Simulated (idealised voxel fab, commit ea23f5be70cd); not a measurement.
process module | voxel capacitor over wiring
cross-section cut | 275 nm wide | cells 5 nm
A cross-section is a grid of square cells, given in bands from the top down. A band is one or more rows of cells.
Each band's line starts with the height of the band's top and of its bottom, in nm. Then come its materials from left to right, each with its width in nm. One material with "throughout" fills the band from edge to edge. "air" is empty space.
Height 0 is the level under which the wafer as received is all one material. The lowest band goes on downwards, as in "0 down".
A width such as "30 to 40" changes by the same amount from each row of cells to the next, from the band's top row to its bottom row.
"no change" after a step means that no cell of the cross-section changed.
closed voids: empty space of 8 cells or more with no open way to the top, each as width x height at its distance from the left edge, in nm
after a step's settings: what the simulator itself notes on the step
overlay nm, on a step with a mask: how far to the right of its planned place the mask lay; to the left if negative
plan
1 op RECEIVE | material Si
2 op CONFORMAL_DEP | material SiO2 | thk nm 15
3 op DIRECTIONAL_DEP | material TiN | thk nm 5
4 op DIRECTIONAL_DEP | material W | thk nm 20
5 op MASKED_ETCH | tone cover | mask id METAL_1 | width nm 30 | pitch nm 90 | etch materials W | depth nm 20 | overlay nm 0
6 op MASKED_ETCH | tone cover | mask id METAL_1 | width nm 30 | pitch nm 90 | etch materials TiN | depth nm 5 | overlay nm 0
7 op CONFORMAL_DEP | material SiN | thk nm 5
8 op FILL_DEP | material lowk | thk nm 10
9 op CMP | height nm 40
10 op CONFORMAL_DEP | material SiCN | thk nm 5
11 op DIRECTIONAL_DEP | material lowk | thk nm 15
12 op MASKED_ETCH | tone open | mask id PLUG_1 | width nm 15 | etch materials lowk | depth nm 15 | overlay nm 0
13 op MASKED_ETCH | tone open | mask id PLUG_1 | width nm 15 | etch materials SiCN | depth nm 5 | overlay nm 0
14 op EPI | material Ru | thk nm 10
15 op EPI | material Ru | thk nm 10
16 op DIRECTIONAL_DEP | material TiN | thk nm 10
17 op DIRECTIONAL_DEP | material HfO2 | thk nm 5
18 op DIRECTIONAL_DEP | material TiN | thk nm 10
19 op MASKED_ETCH | tone cover | mask id UPPER_PLATE | width nm 65 | etch materials TiN | depth nm 10 | overlay nm 0
20 op MASKED_ETCH | tone cover | mask id UPPER_PLATE | width nm 65 | etch materials HfO2 | depth nm 5 | overlay nm 0
21 op PATTERN | tone cover | mask id LOWER_PLATE | material resist | width nm 75 | thk nm 20 | overlay nm 0
22 op DIRECTIONAL_ETCH | etch materials TiN | depth nm 10
23 op STRIP | etch materials resist
24 op FILL_DEP | material SiO2 | thk nm 15
25 op CMP | height nm 95
26 op DIRECTIONAL_DEP | material aC | thk nm 10
27 op PATTERN | tone open | mask id PLUG_2 | material resist | width nm 15 | thk nm 30 | overlay nm 0
28 op DIRECTIONAL_ETCH | etch materials aC | depth nm 10
29 op STRIP | etch materials resist
30 op DIRECTIONAL_ETCH | etch materials SiO2 | depth nm 10
31 op STRIP | etch materials aC
32 op CONFORMAL_DEP | material TiN | thk nm 5
33 op FILL_DEP | material Ru | thk nm 5
34 op CMP | height nm 95
35 op CONFORMAL_DEP | material SiN | thk nm 5
as received, after step 1
  0 down: Si throughout
  closed voids: none
a wafer at the end: this start, this plan, one mistake
  100 to 95: SiN throughout
  95 to 90: SiO2 105 | TiN 5 | Ru 5 | TiN 5 | SiO2 155
  90 to 85: SiO2 105 | TiN 15 | SiO2 155
  85 to 75: SiO2 90 | TiN 65 | SiO2 120
  75 to 70: SiO2 90 | HfO2 65 | SiO2 120
  70 to 60: SiO2 85 | TiN 75 | SiO2 115
  60 to 45: lowk 90 | Ru 15 | lowk 170
  45 to 40: SiCN 90 | Ru 15 | SiCN 170
  40 to 20: lowk 70 | SiN 5 | W 30 | SiN 5 | lowk 50 | SiN 5 | W 30 | SiN 5 | lowk 75
  20 to 15: SiN 75 | TiN 30 | SiN 60 | TiN 30 | SiN 80
  15 to 0: SiO2 throughout
  0 down: Si throughout
  closed voids: none
what went wrong: step 27 ran as: op PATTERN | tone open | mask id PLUG_2 | material resist | width nm 15 | thk nm 30 | overlay nm 5
